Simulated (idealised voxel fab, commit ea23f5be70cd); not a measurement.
Title: Process Module voxel gate over fins
The figure presents cross-section cut, which has a width of 165 nm and is divided into square cells with an edge length of 5 nm.
A cross-section is written here as square cells arranged in a grid, and it is given in bands from the top down, each band taking up one or more rows of cells.
Band: top and bottom heights (nm) first, top before bottom; then materials from left to right, widths in nm. "full width" marks a sole material filling the band edge to edge. "empty" denotes empty space.
Measure heights from 0. That's the level where, below it, the as-received wafer is all one material. The lowest band is bottomless and extends downward; write it as in "0 nm and below".
Per-row width for "30->40": begins at first number (top row of band), ends at second number (bottom row), increment between rows held constant.
For the purposes of this document, the phrase "no change" attached to a step denotes that no cell within the cross-section was modified by that step.
Listed in "Closed-off voids": every empty space of 8 or more cells without an open way to the top. Form: width x height at distance, the distance being from the left edge, all in nm.
On each step's line, the part that comes after the settings is the simulator's own comment on the step.
overlay nm: for a step with a mask, the amount by which the mask lay right of where it was planned; a negative amount means left of it.
# The planned process steps are enumerated hereunder
| 1 | RECEIVE: material Si |
| 2 | CONFORMAL_DEP: material SiN, thk nm 5 |
| 3 | PATTERN: tone cover, mask id FINS, material resist, width nm 15, pitch nm 45, thk nm 20, overlay nm 0 |
| 4 | DIRECTIONAL_ETCH: etch materials SiN, depth nm 5 |
| 5 | DIRECTIONAL_ETCH: etch materials Si, depth nm 30 |
| 6 | STRIP: etch materials resist |
| 7 | FILL_DEP: material SiO2, thk nm 15 |
| 8 | CMP: height nm 5 |
| 9 | SELECTIVE_ETCH: etch materials SiO2, depth nm 20 |
| 10 | STRIP: etch materials SiN |
| 11 | CONFORMAL_DEP: material HfO2, thk nm 5 |
| 12 | CONFORMAL_DEP: material TiN, thk nm 5 |
| 13 | CONFORMAL_DEP: material TiAl, thk nm 5 |
| 14 | CONFORMAL_DEP: material TiN, thk nm 5 |
| 15 | FILL_DEP: material W, thk nm 10 |
| 16 | CMP: height nm 25 |
| 17 | CONFORMAL_DEP: material SiCN, thk nm 10 |
# Cross-section of the incoming wafer, state after step 1
	0 nm and below  Si full width
	Closed-off voids: none
# End-of-module cross-section. Starting structure and process plan as above; one mistake made in running it
	35 nm to 25 nm  SiCN full width
	25 nm to 20 nm  W full width
	20 nm to 15 nm  W 30 nm  TiN 100 nm  W 35 nm
	15 nm to 10 nm  W 30 nm  TiN 5 nm  TiAl 90 nm  TiN 5 nm  W 35 nm
	10 nm to 5 nm  W 30 nm  TiN 5 nm  TiAl 5 nm  TiN 35 nm  TiAl 10 nm  TiN 35 nm  TiAl 5 nm  TiN 5 nm  W 35 nm
	5 nm to 0 nm  TiN 35 nm  TiAl 5 nm  TiN 5 nm  HfO2 25 nm  TiN 5 nm  TiAl 10 nm  TiN 5 nm  HfO2 25 nm  TiN 5 nm  TiAl 5 nm  TiN 40 nm
	0 nm to -5 nm  TiAl 40 nm  TiN 5 nm  HfO2 5 nm  Si 15 nm  HfO2 5 nm  TiN 5 nm  TiAl 10 nm  TiN 5 nm  HfO2 5 nm  Si 15 nm  HfO2 5 nm  TiN 5 nm  TiAl 45 nm
	-5 nm to -10 nm  TiN 45 nm  HfO2 5 nm  Si 15 nm  HfO2 5 nm  TiN 20 nm  HfO2 5 nm  Si 15 nm  HfO2 5 nm  TiN 50 nm
	-10 nm to -15 nm  HfO2 50 nm  Si 15 nm  HfO2 30 nm  Si 15 nm  HfO2 55 nm
	-15 nm to -60 nm  SiO2 50 nm  Si 15 nm  SiO2 30 nm  Si 15 nm  SiO2 55 nm
	-60 nm and below  Si full width
	Closed-off voids: none
Deviation noted in wafer processing: the plan had its step 5 run twice
